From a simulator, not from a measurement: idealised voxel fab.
Process module under the name voxel ribs on slabs
Section cut is 270 nm wide and gridded with 5 nm square cells.
Cross-section layout: square cells on a grid; listed as bands, top to bottom; a band spans one or more cell rows.
The entry gives the band's vertical extent as a top height and a bottom height in nm, then its horizontal make-up as materials from left to right, each with a width in nm. "empty" stands for empty space; a single material marked "everywhere" fills the band edge to edge.
Heights from 0 (as-received wafer is one material below). Bottom band endless downward, as "from 0 down".
The expression "30 to 40" gives the width at the extremes of the band, the first number at its top row of cells and the second at its bottom row, with the width changing by equal amounts from each row to the next in between.
Basically "nothing was modified" means that step didn't change any cell in the cross-section.
Any empty space of 8 cells or more lacking an open way to the top shows up in "Closed cavities" as width x height at distance, distance from the left edge, in nm.
On each step's line, the part that comes after the settings is the simulator's own comment on the step.
Among the settings permitted on a step's line is "overlay nm"; applied to a step with a mask, it specifies the extent to which the mask lay to the right of its planned position, whereas a negative figure signifies a position to the left.
Below is the list of planned process steps
1 RECEIVE (material Si)
2 DIRECTIONAL_DEP (material SiO2; thk nm 25)
3 DIRECTIONAL_DEP (material polySi; thk nm 15)
4 DIRECTIONAL_DEP (material aC; thk nm 15)
5 PATTERN (tone cover; mask id RIB; material resist; width nm 20; thk nm 30; overlay nm 0)
6 DIRECTIONAL_ETCH (etch materials aC; depth nm 15)
7 STRIP (etch materials resist)
8 DIRECTIONAL_ETCH (etch materials polySi; depth nm 10)
9 STRIP (etch materials aC)
10 MASKED_ETCH (tone cover; mask id SLAB; width nm 50; etch materials polySi; depth nm 5; overlay nm 0)
11 FILL_DEP (material SiO2; thk nm 25)
12 CMP (height nm 55)
13 DIRECTIONAL_DEP (material W; thk nm 5)
14 DIRECTIONAL_DEP (material aC; thk nm 10)
15 PATTERN (tone cover; mask id HEATER; material resist; width nm 30; thk nm 25; overlay nm 0)
16 DIRECTIONAL_ETCH (etch materials aC; depth nm 10)
17 STRIP (etch materials resist)
18 DIRECTIONAL_ETCH (etch materials W; depth nm 5)
19 STRIP (etch materials aC)
20 CONFORMAL_DEP (material SiN; thk nm 10)
First out of two wafers; run went to plan
Cross-section of the incoming wafer, state after step 1
	from 0 down: Si everywhere
	Closed cavities: none
Once step 2 is through, the wafer looks like this in cross-section
	from 25 to 0: SiO2 everywhere
	Lower than 0, everything is as it was.
Once step 3 is through, the wafer looks like this in cross-section
	from 40 to 25: polySi everywhere
	Lower than 25, everything is as it was.
Once step 4 is through, the wafer looks like this in cross-section
	from 55 to 40: aC everywhere
	Lower than 40, everything is as it was.
Once step 5 is through, the wafer looks like this in cross-section
	from 85 to 55: empty 125 nm; resist 20 nm; empty 125 nm
	Lower than 55, everything is as it was.
Once step 6 is through, the wafer looks like this in cross-section
	from 70 to 55: empty 125 nm; resist 20 nm; empty 125 nm
	from 55 to 40: empty 125 nm; aC 20 nm; empty 125 nm
	Lower than 40, everything is as it was.
Once step 7 is through, the wafer looks like this in cross-section
	from 55 to 40: empty 125 nm; aC 20 nm; empty 125 nm
	Lower than 40, everything is as it was.
Once step 8 is through, the wafer looks like this in cross-section
	from 55 to 40: empty 125 nm; aC 20 nm; empty 125 nm
	from 40 to 30: empty 125 nm; polySi 20 nm; empty 125 nm
	Lower than 30, everything is as it was.
Once step 9 is through, the wafer looks like this in cross-section
	from 40 to 30: empty 125 nm; polySi 20 nm; empty 125 nm
	Lower than 30, everything is as it was.
Once step 10 is through, the wafer looks like this in cross-section
	from 40 to 30: empty 125 nm; polySi 20 nm; empty 125 nm
	from 30 to 25: empty 110 nm; polySi 50 nm; empty 110 nm
	Lower than 25, everything is as it was.
Once step 11 is through, the wafer looks like this in cross-section
	from 65 to 40: SiO2 everywhere
	from 40 to 30: SiO2 125 nm; polySi 20 nm; SiO2 125 nm
	from 30 to 25: SiO2 110 nm; polySi 50 nm; SiO2 110 nm
	Lower than 25, everything is as it was.
Once step 12 is through, the wafer looks like this in cross-section
	from 55 to 40: SiO2 everywhere
	Lower than 40, everything is as it was.
Once step 13 is through, the wafer looks like this in cross-section
	from 60 to 55: W everywhere
	Lower than 55, everything is as it was.
Once step 14 is through, the wafer looks like this in cross-section
	from 70 to 60: aC everywhere
	Lower than 60, everything is as it was.
Once step 15 is through, the wafer looks like this in cross-section
	from 95 to 70: empty 120 nm; resist 30 nm; empty 120 nm
	Lower than 70, everything is as it was.
Once step 16 is through, the wafer looks like this in cross-section
	from 85 to 70: empty 120 nm; resist 30 nm; empty 120 nm
	from 70 to 60: empty 120 nm; aC 30 nm; empty 120 nm
	Lower than 60, everything is as it was.
Once step 17 is through, the wafer looks like this in cross-section
	from 70 to 60: empty 120 nm; aC 30 nm; empty 120 nm
	Lower than 60, everything is as it was.
Once step 18 is through, the wafer looks like this in cross-section
	from 70 to 60: empty 120 nm; aC 30 nm; empty 120 nm
	from 60 to 55: empty 120 nm; W 30 nm; empty 120 nm
	Lower than 55, everything is as it was.
Once step 19 is through, the wafer looks like this in cross-section
	from 60 to 55: empty 120 nm; W 30 nm; empty 120 nm
	Lower than 55, everything is as it was.
Once step 20 is through, the wafer looks like this in cross-section
	from 70 to 65: empty 110 nm; SiN 50 nm; empty 110 nm
	from 65 to 60: SiN everywhere
	from 60 to 55: SiN 120 nm; W 30 nm; SiN 120 nm
	Lower than 55, everything is as it was.
Regarding the second of the two wafers: it shared the first wafer's starting condition and process plan, yet one error occurred during its execution. Its history coincides with that of the first wafer up to and including step 2
X-section, second wafer, when step 3 was due to finish
	from 30 to 25: polySi everywhere
	Lower than 25, everything is as it was.
X-section, second wafer, when step 4 was due to finish
	from 45 to 30: aC everywhere
	Lower than 30, everything is as it was.
X-section, second wafer, when step 5 was due to finish
	from 75 to 45: empty 125 nm; resist 20 nm; empty 125 nm
	Lower than 45, everything is as it was.
X-section, second wafer, when step 6 was due to finish
	from 60 to 45: empty 125 nm; resist 20 nm; empty 125 nm
	from 45 to 30: empty 125 nm; aC 20 nm; empty 125 nm
	Lower than 30, everything is as it was.
X-section, second wafer, when step 7 was due to finish
	from 45 to 30: empty 125 nm; aC 20 nm; empty 125 nm
	Lower than 30, everything is as it was.
X-section, second wafer, when step 8 was due to finish
	from 45 to 30: empty 125 nm; aC 20 nm; empty 125 nm
	from 30 to 25: empty 125 nm; polySi 20 nm; empty 125 nm
	Lower than 25, everything is as it was.
X-section, second wafer, when step 9 was due to finish
	from 30 to 25: empty 125 nm; polySi 20 nm; empty 125 nm
	Lower than 25, everything is as it was.
X-section, second wafer, when step 10 was due to finish: nothing was modified
X-section, second wafer, when step 11 was due to finish
	from 55 to 30: SiO2 everywhere
	from 30 to 25: SiO2 125 nm; polySi 20 nm; SiO2 125 nm
	Lower than 25, everything is as it was.
X-section, second wafer, when step 12 was due to finish: nothing was modified
X-section, second wafer, when step 13 was due to finish
	from 60 to 55: W everywhere
	Lower than 55, everything is as it was.
X-section, second wafer, when step 14 was due to finish
	from 70 to 60: aC everywhere
	Lower than 60, everything is as it was.
X-section, second wafer, when step 15 was due to finish
	from 95 to 70: empty 120 nm; resist 30 nm; empty 120 nm
	Lower than 70, everything is as it was.
X-section, second wafer, when step 16 was due to finish
	from 85 to 70: empty 120 nm; resist 30 nm; empty 120 nm
	from 70 to 60: empty 120 nm; aC 30 nm; empty 120 nm
	Lower than 60, everything is as it was.
X-section, second wafer, when step 17 was due to finish
	from 70 to 60: empty 120 nm; aC 30 nm; empty 120 nm
	Lower than 60, everything is as it was.
X-section, second wafer, when step 18 was due to finish
	from 70 to 60: empty 120 nm; aC 30 nm; empty 120 nm
	from 60 to 55: empty 120 nm; W 30 nm; empty 120 nm
	Lower than 55, everything is as it was.
X-section, second wafer, when step 19 was due to finish
	from 60 to 55: empty 120 nm; W 30 nm; empty 120 nm
	Lower than 55, everything is as it was.
X-section, second wafer, when step 20 was due to finish
	from 70 to 65: empty 110 nm; SiN 50 nm; empty 110 nm
	from 65 to 60: SiN everywhere
	from 60 to 55: SiN 120 nm; W 30 nm; SiN 120 nm
	Lower than 55, everything is as it was.
In executing the process, a mistake was made relative to the plan: so step 3 ended up running with a different setting than we planned, it ran as DIRECTIONAL_DEP (material polySi; thk nm 5)
at the end the second wafer has, in cells: +14 SiO2; -14 polySi
